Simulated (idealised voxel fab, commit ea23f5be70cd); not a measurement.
You're looking at the process module voxel self aligned contacts.
The width of the displayed cross-section, cut, is 160 nm; its cells are square, with a size of 5 nm.
Each cross-section below is a grid of square cells, stated as bands in top-down order, with one or more rows of cells making up each band. Read a band's entry like this: the first values are the height of its top and the height of its bottom in nm, and what follows is the sequence of materials from left to right, each with its width in nm. Note that "empty" is empty space, and that a single material marked "full width" reaches across the band from edge to edge. Heads up on the height convention: 0 is the point under which the incoming wafer is all one material, and the lowest band has no bottom, it just keeps going down, like "z 0 and below". Quick explanation for "30 to 40": the width changes in equal steps down the rows of cells, from the first number in the band's top row to the second number in its bottom row. You'll sometimes find "no alterations made" written for a step, and that's the way of saying that nowhere in the cross-section did a cell change during that step. Entry "Enclosed void entries". Content: empty spaces with no open connection to the top, size 8 cells or greater. Each: width x height at distance. Distance: from left edge. Unit: nm. after a step's settings: what the simulator itself notes on the step. overlay nm: mask right of planned place by this much (step with mask). Neg. = left.
### Steps planned for the process
- 1: RECEIVE | material Si
- 2: OXIDIZE | depth nm 5
- 3: DIRECTIONAL_DEP | material polySi | thk nm 20
- 4: DIRECTIONAL_DEP | material SiN | thk nm 25
- 5: DIRECTIONAL_DEP | material aC | thk nm 15
- 6: PATTERN | tone cover | mask id GATE | material resist | width nm 25 | pitch nm 65 | thk nm 35 | overlay nm 0
- 7: DIRECTIONAL_ETCH | etch materials aC | depth nm 15
- 8: STRIP | etch materials resist
- 9: DIRECTIONAL_ETCH | etch materials SiN | depth nm 25
- 10: DIRECTIONAL_ETCH | etch materials polySi | depth nm 30
- 11: STRIP | etch materials aC
- 12: CONFORMAL_DEP | material SiN | thk nm 10
- 13: DIRECTIONAL_ETCH | etch materials SiN | depth nm 10
- 14: FILL_DEP | material SiO2 | thk nm 20
- 15: CMP | height nm 65
- 16: MASKED_ETCH | tone open | mask id CONTACT | width nm 50 | etch materials SiO2 | depth nm 70 | overlay nm 0
- 17: CONFORMAL_DEP | material TiN | thk nm 5
- 18: FILL_DEP | material Ru | thk nm 5
- 19: CMP | height nm 65
- 20: CONFORMAL_DEP | material SiN | thk nm 5
For clarity, it should be stated that the wafers under discussion commence in an identical condition and differ with respect to the thk nm of step 3, the plan indicating the value that the first wafer had.
### The first of several wafers in cross-section, exactly as it reached us after step 1
  z 0 and below = Si full width
  Enclosed void entries: none
### Depicted here is the first of several wafers in cross-section, at module completion following the last step, step 20
  z 70 to 65 = SiN full width
  z 65 to 50 = SiO2=55 / TiN=5 / Ru=40 / TiN=5 / SiO2=55
  z 50 to 45 = SiO2=55 / TiN=20 / Ru=10 / TiN=20 / SiO2=55
  z 45 to 20 = SiO2=25 / SiN=45 / TiN=5 / Ru=10 / TiN=5 / SiN=45 / SiO2=25
  z 20 to 0 = SiO2=25 / SiN=10 / polySi=25 / SiN=10 / TiN=5 / Ru=10 / TiN=5 / SiN=10 / polySi=25 / SiN=10 / SiO2=25
  z 0 to -5 = SiO2=70 / TiN=20 / SiO2=70
  z -5 and below = Si full width
  Enclosed void entries: none
### Cross-section, module end, final of several wafers
  z 70 to 65 = SiN full width
  z 65 to 45 = SiO2=25 / SiN=45 / TiN=5 / Ru=10 / TiN=5 / SiN=45 / SiO2=25
  z 45 to 20 = SiO2=25 / SiN=10 / polySi=25 / SiN=10 / TiN=5 / Ru=10 / TiN=5 / SiN=10 / polySi=25 / SiN=10 / SiO2=25
  z 20 to 15 = SiO2=25 / SiN=10 / polySi=25 / SiN=10 / TiN=20 / SiN=10 / polySi=25 / SiN=10 / SiO2=25
  z 15 to 0 = polySi full width
  z 0 to -5 = SiO2 full width
  z -5 and below = Si full width
  Enclosed void entries: none
### The table below has one row for each wafer; a row shows, as of the end of the module, how many cells of each material the wafer has gained, marked (+), or lost, marked (-), since it was received, and then the wafer's closed voids
thk nm 20; +44 Ru; -32 Si; +154 SiN; +206 SiO2; +36 TiN; +40 polySi; Enclosed void entries: none
thk nm 25; +38 Ru; -32 Si; +162 SiN; +194 SiO2; +36 TiN; +50 polySi; Enclosed void entries: none
thk nm 30; +32 Ru; -32 Si; +170 SiN; +182 SiO2; +36 TiN; +60 polySi; Enclosed void entries: none
thk nm 35; +22 Ru; -32 Si; +170 SiN; +164 SiO2; +32 TiN; +92 polySi; Enclosed void entries: none
thk nm 40; +20 Ru; -32 Si; +170 SiN; +142 SiO2; +24 TiN; +124 polySi; Enclosed void entries: none
thk nm 45; +18 Ru; -32 Si; +152 SiN; +132 SiO2; +22 TiN; +156 polySi; Enclosed void entries: none
